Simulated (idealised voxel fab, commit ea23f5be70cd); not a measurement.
voxel air gaps: a process module
The cross-section shown here is cut; it is 230 nm wide and divided into square cells measuring 5 nm on a side.
Throughout this document, each cross-section is represented as a grid of square cells and is presented as a sequence of bands enumerated from the top downward, where a band comprises one or more rows of cells.
Top, bottom (nm), then materials left to right with widths (nm); lone material tagged "edge to edge" fills the whole band edge to edge; "empty" = empty space.
Convention: height 0 is the level below which the wafer, as received, is all one material. The lowest band does not terminate at the bottom but continues downward, represented as "top 0, no bottom".
The width entry "30..40" should be interpreted row by row: the top row of cells in the band takes the first number, the bottom row takes the second number, and the change between adjacent rows is uniform throughout.
A step reported as "no change" is a step in which no cell of the cross-section changed.
Empty spaces counting at least 8 cells and having no open way to the top are listed in "Fully sealed cavities". The notation width x height at distance is used for each, the distance being from the left edge and all three values in nm.
after a step's settings: what the simulator itself notes on the step
If you see "overlay nm" on a step's line and that step has a mask, it's telling you how far right of where it was planned the mask ended up; a negative number means it went left instead.
List of planned process steps
step 1: RECEIVE [material Si]
step 2: CONFORMAL_DEP [material SiO2] [thk nm 10]
step 3: CONFORMAL_DEP [material SiN] [thk nm 5]
step 4: DIRECTIONAL_DEP [material lowk] [thk nm 40]
step 5: PATTERN [tone open] [mask id LINES] [material resist] [width nm 20] [pitch nm 45] [thk nm 20] [overlay nm 0]
step 6: DIRECTIONAL_ETCH [etch materials lowk] [depth nm 40]
step 7: STRIP [etch materials resist]
step 8: CONFORMAL_DEP [material TiN] [thk nm 5]
step 9: FILL_DEP [material Ru] [thk nm 5]
step 10: CMP [height nm 55]
step 11: EPI [material Ru] [thk nm 10]
step 12: SELECTIVE_ETCH [etch materials lowk] [depth nm 50]
step 13: CONFORMAL_DEP [material SiCN] [thk nm 5]
The first of two wafers, run as planned
Wafer at receipt (post step 1), cross-section
top 0, no bottom | Si edge to edge
Fully sealed cavities: none
Wafer after step 2 (cross-section)
top 10, bottom 0 | SiO2 edge to edge
Note: structure below 0 unchanged.
Wafer after step 3 (cross-section)
top 15, bottom 10 | SiN edge to edge
Note: structure below 10 unchanged.
Wafer after step 4 (cross-section)
top 55, bottom 15 | lowk edge to edge
Note: structure below 15 unchanged.
Wafer after step 5 (cross-section)
top 75, bottom 55 | 35 resist, 20 empty, 25 resist, 20 empty, 25 resist, 20 empty, 25 resist, 20 empty, 40 resist
Note: structure below 55 unchanged.
Wafer after step 6 (cross-section)
top 75, bottom 55 | 35 resist, 20 empty, 25 resist, 20 empty, 25 resist, 20 empty, 25 resist, 20 empty, 40 resist
top 55, bottom 15 | 35 lowk, 20 empty, 25 lowk, 20 empty, 25 lowk, 20 empty, 25 lowk, 20 empty, 40 lowk
Note: structure below 15 unchanged.
Wafer after step 7 (cross-section)
top 55, bottom 15 | 35 lowk, 20 empty, 25 lowk, 20 empty, 25 lowk, 20 empty, 25 lowk, 20 empty, 40 lowk
Note: structure below 15 unchanged.
Wafer after step 8 (cross-section)
top 60, bottom 55 | 40 TiN, 10 empty, 35 TiN, 10 empty, 35 TiN, 10 empty, 35 TiN, 10 empty, 45 TiN
top 55, bottom 20 | 35 lowk, 5 TiN, 10 empty, 5 TiN, 25 lowk, 5 TiN, 10 empty, 5 TiN, 25 lowk, 5 TiN, 10 empty, 5 TiN, 25 lowk, 5 TiN, 10 empty, 5 TiN, 40 lowk
top 20, bottom 15 | 35 lowk, 20 TiN, 25 lowk, 20 TiN, 25 lowk, 20 TiN, 25 lowk, 20 TiN, 40 lowk
Note: structure below 15 unchanged.
Wafer after step 9 (cross-section)
top 65, bottom 60 | Ru edge to edge
top 60, bottom 55 | 40 TiN, 10 Ru, 35 TiN, 10 Ru, 35 TiN, 10 Ru, 35 TiN, 10 Ru, 45 TiN
top 55, bottom 20 | 35 lowk, 5 TiN, 10 Ru, 5 TiN, 25 lowk, 5 TiN, 10 Ru, 5 TiN, 25 lowk, 5 TiN, 10 Ru, 5 TiN, 25 lowk, 5 TiN, 10 Ru, 5 TiN, 40 lowk
Note: structure below 20 unchanged.
Wafer after step 10 (cross-section)
top 55, bottom 20 | 35 lowk, 5 TiN, 10 Ru, 5 TiN, 25 lowk, 5 TiN, 10 Ru, 5 TiN, 25 lowk, 5 TiN, 10 Ru, 5 TiN, 25 lowk, 5 TiN, 10 Ru, 5 TiN, 40 lowk
Note: structure below 20 unchanged.
Wafer after step 11 (cross-section)
top 65, bottom 55 | 25 empty, 40 Ru, 5 empty, 40 Ru, 5 empty, 40 Ru, 5 empty, 40 Ru, 30 empty
Note: structure below 55 unchanged.
Wafer after step 12 (cross-section)
top 65, bottom 55 | 25 empty, 40 Ru, 5 empty, 40 Ru, 5 empty, 40 Ru, 5 empty, 40 Ru, 30 empty
top 55, bottom 20 | 35 empty, 5 TiN, 10 Ru, 5 TiN, 25 empty, 5 TiN, 10 Ru, 5 TiN, 25 empty, 5 TiN, 10 Ru, 5 TiN, 25 empty, 5 TiN, 10 Ru, 5 TiN, 40 empty
top 20, bottom 15 | 35 empty, 20 TiN, 25 empty, 20 TiN, 25 empty, 20 TiN, 25 empty, 20 TiN, 40 empty
Note: structure below 15 unchanged.
Wafer after step 13 (cross-section)
top 70, bottom 65 | 20 empty, 185 SiCN, 25 empty
top 65, bottom 55 | 20 empty, 5 SiCN, 40 Ru, 5 SiCN, 40 Ru, 5 SiCN, 40 Ru, 5 SiCN, 40 Ru, 5 SiCN, 25 empty
top 55, bottom 50 | 20 empty, 15 SiCN, 5 TiN, 10 Ru, 5 TiN, 25 SiCN, 5 TiN, 10 Ru, 5 TiN, 25 SiCN, 5 TiN, 10 Ru, 5 TiN, 25 SiCN, 5 TiN, 10 Ru, 5 TiN, 15 SiCN, 25 empty
top 50, bottom 20 | 30 empty, 5 SiCN, 5 TiN, 10 Ru, 5 TiN, 5 SiCN, 15 empty, 5 SiCN, 5 TiN, 10 Ru, 5 TiN, 5 SiCN, 15 empty, 5 SiCN, 5 TiN, 10 Ru, 5 TiN, 5 SiCN, 15 empty, 5 SiCN, 5 TiN, 10 Ru, 5 TiN, 5 SiCN, 35 empty
top 20, bottom 15 | 35 SiCN, 20 TiN, 25 SiCN, 20 TiN, 25 SiCN, 20 TiN, 25 SiCN, 20 TiN, 40 SiCN
Note: structure below 15 unchanged.
Fully sealed cavities: 15 x 30 at 60; 15 x 30 at 105; 15 x 30 at 150
Okay, second wafer. Nothing different at the start, nothing different in the plan, just one mistake somewhere in the running. As far as step 4, counting that step, it's the first wafer all over again
When step 5 should have ended
top 75, bottom 55 | 35 empty, 20 resist, 25 empty, 20 resist, 25 empty, 20 resist, 25 empty, 20 resist, 40 empty
Note: structure below 55 unchanged.
When step 6 should have ended
top 75, bottom 55 | 35 empty, 20 resist, 25 empty, 20 resist, 25 empty, 20 resist, 25 empty, 20 resist, 40 empty
top 55, bottom 15 | 35 empty, 20 lowk, 25 empty, 20 lowk, 25 empty, 20 lowk, 25 empty, 20 lowk, 40 empty
Note: structure below 15 unchanged.
When step 7 should have ended
top 55, bottom 15 | 35 empty, 20 lowk, 25 empty, 20 lowk, 25 empty, 20 lowk, 25 empty, 20 lowk, 40 empty
Note: structure below 15 unchanged.
When step 8 should have ended
top 60, bottom 55 | 30 empty, 30 TiN, 15 empty, 30 TiN, 15 empty, 30 TiN, 15 empty, 30 TiN, 35 empty
top 55, bottom 20 | 30 empty, 5 TiN, 20 lowk, 5 TiN, 15 empty, 5 TiN, 20 lowk, 5 TiN, 15 empty, 5 TiN, 20 lowk, 5 TiN, 15 empty, 5 TiN, 20 lowk, 5 TiN, 35 empty
top 20, bottom 15 | 35 TiN, 20 lowk, 25 TiN, 20 lowk, 25 TiN, 20 lowk, 25 TiN, 20 lowk, 40 TiN
Note: structure below 15 unchanged.
When step 9 should have ended
top 65, bottom 60 | Ru edge to edge
top 60, bottom 55 | 30 Ru, 30 TiN, 15 Ru, 30 TiN, 15 Ru, 30 TiN, 15 Ru, 30 TiN, 35 Ru
top 55, bottom 20 | 30 Ru, 5 TiN, 20 lowk, 5 TiN, 15 Ru, 5 TiN, 20 lowk, 5 TiN, 15 Ru, 5 TiN, 20 lowk, 5 TiN, 15 Ru, 5 TiN, 20 lowk, 5 TiN, 35 Ru
Note: structure below 20 unchanged.
When step 10 should have ended
top 55, bottom 20 | 30 Ru, 5 TiN, 20 lowk, 5 TiN, 15 Ru, 5 TiN, 20 lowk, 5 TiN, 15 Ru, 5 TiN, 20 lowk, 5 TiN, 15 Ru, 5 TiN, 20 lowk, 5 TiN, 35 Ru
Note: structure below 20 unchanged.
When step 11 should have ended
top 65, bottom 55 | Ru edge to edge
Note: structure below 55 unchanged.
when step 12 should have ended: no change
When step 13 should have ended
top 70, bottom 65 | SiCN edge to edge
Note: structure below 65 unchanged.
Want to know what went wrong? for step 5, the planned setting was not used; the step was instead run as PATTERN [tone cover] [mask id LINES] [material resist] [width nm 20] [pitch nm 45] [thk nm 20] [overlay nm 0]
Looking at both finished wafers in cells, the second ends up ahead of or behind the first on some materials: Ru: 126 more | SiCN: 100 fewer | TiN: 14 more | lowk: 128 more
Long story short, the first wafer ends with 3 closed voids and the second one with 0.
